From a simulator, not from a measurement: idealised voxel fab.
process module | voxel self aligned vias
cross-section cut | 210 nm wide | cells 5 nm
A cross-section is a grid of square cells, given in bands from the top down. A band is one or more rows of cells.
Each band's line starts with the height of the band's top and of its bottom, in nm. Then come its materials from left to right, each with its width in nm. One material with "throughout" fills the band from edge to edge. "air" is empty space.
Height 0 is the level under which the wafer as received is all one material. The lowest band goes on downwards, as in "0 down".
A width such as "30 to 40" changes by the same amount from each row of cells to the next, from the band's top row to its bottom row.
"no change" after a step means that no cell of the cross-section changed.
closed voids: empty space of 8 cells or more with no open way to the top, each as width x height at its distance from the left edge, in nm
after a step's settings: what the simulator itself notes on the step
overlay nm, on a step with a mask: how far to the right of its planned place the mask lay; to the left if negative
plan
1 op RECEIVE | material Si
2 op CONFORMAL_DEP | material SiO2 | thk nm 15
3 op CONFORMAL_DEP | material SiCN | thk nm 5
4 op DIRECTIONAL_DEP | material lowk | thk nm 20
5 op DIRECTIONAL_DEP | material aC | thk nm 10
6 op PATTERN | tone open | mask id LINES | material resist | width nm 25 | pitch nm 65 | thk nm 25 | overlay nm 0
7 op DIRECTIONAL_ETCH | etch materials aC | depth nm 10
8 op STRIP | etch materials resist
9 op DIRECTIONAL_ETCH | etch materials lowk | depth nm 20
10 op STRIP | etch materials aC
11 op CONFORMAL_DEP | material TiN | thk nm 5
12 op FILL_DEP | material Ru | thk nm 10
13 op CMP | height nm 40
14 op SELECTIVE_ETCH | etch materials W Ru TiN | depth nm 10
15 op FILL_DEP | material SiN | thk nm 10
16 op CMP | height nm 40
17 op DIRECTIONAL_DEP | material lowk | thk nm 15
18 op PATTERN | tone open | mask id VIAS | material resist | width nm 45 | pitch nm 65 | thk nm 15 | overlay nm 0
19 op DIRECTIONAL_ETCH | etch materials lowk | depth nm 15
20 op DIRECTIONAL_ETCH | etch materials SiN | depth nm 10
21 op STRIP | etch materials resist
22 op CONFORMAL_DEP | material TiN | thk nm 5
23 op FILL_DEP | material W | thk nm 5
24 op CMP | height nm 55
25 op CONFORMAL_DEP | material SiN | thk nm 5
as received, after step 1
  0 down: Si throughout
  closed voids: none
first wafer at the end, as planned
  60 to 55: SiN throughout
  55 to 45: lowk 15 | TiN 5 | W 35 | TiN 5 | lowk 20 | TiN 5 | W 35 | TiN 5 | lowk 20 | TiN 5 | W 35 | TiN 5 | lowk 20
  45 to 35: lowk 15 to 25 | TiN 15 to 5 | W 15 | TiN 15 to 5 | lowk 20 to 40 | TiN 15 to 5 | W 15 | TiN 15 to 5 | lowk 20 to 40 | TiN 15 to 5 | W 15 | TiN 15 to 5 | lowk 20 to 30
  35 to 30: lowk 25 | TiN 25 | lowk 40 | TiN 25 | lowk 40 | TiN 25 | lowk 30
  30 to 25: lowk 25 | TiN 5 | Ru 15 | TiN 5 | lowk 40 | TiN 5 | Ru 15 | TiN 5 | lowk 40 | TiN 5 | Ru 15 | TiN 5 | lowk 30
  25 to 20: lowk 25 | TiN 25 | lowk 40 | TiN 25 | lowk 40 | TiN 25 | lowk 30
  20 to 15: SiCN throughout
  15 to 0: SiO2 throughout
  0 down: Si throughout
  closed voids: none
second wafer at the end: like start, like plan, one mistake
  60 to 55: SiN throughout
  55 to 45: W 10 | TiN 5 | lowk 45 | TiN 5 | W 10 | TiN 5 | lowk 45 | TiN 5 | W 10 | TiN 5 | lowk 45 | TiN 5 | W 15
  45 to 40: TiN 15 | lowk 45 | TiN 20 | lowk 45 | TiN 20 | lowk 45 | TiN 20
  40 to 30: lowk 25 | SiN 25 | lowk 40 | SiN 25 | lowk 40 | SiN 25 | lowk 30
  30 to 25: lowk 25 | TiN 5 | Ru 15 | TiN 5 | lowk 40 | TiN 5 | Ru 15 | TiN 5 | lowk 40 | TiN 5 | Ru 15 | TiN 5 | lowk 30
  25 to 20: lowk 25 | TiN 25 | lowk 40 | TiN 25 | lowk 40 | TiN 25 | lowk 30
  20 to 15: SiCN throughout
  15 to 0: SiO2 throughout
  0 down: Si throughout
  closed voids: none
what went wrong: step 18 ran as: op PATTERN | tone cover | mask id VIAS | material resist | width nm 45 | pitch nm 65 | thk nm 15 | overlay nm 0
at the end the second wafer has, in cells: 30 more of SiN | 24 fewer of TiN | 42 fewer of W | 36 more of lowk
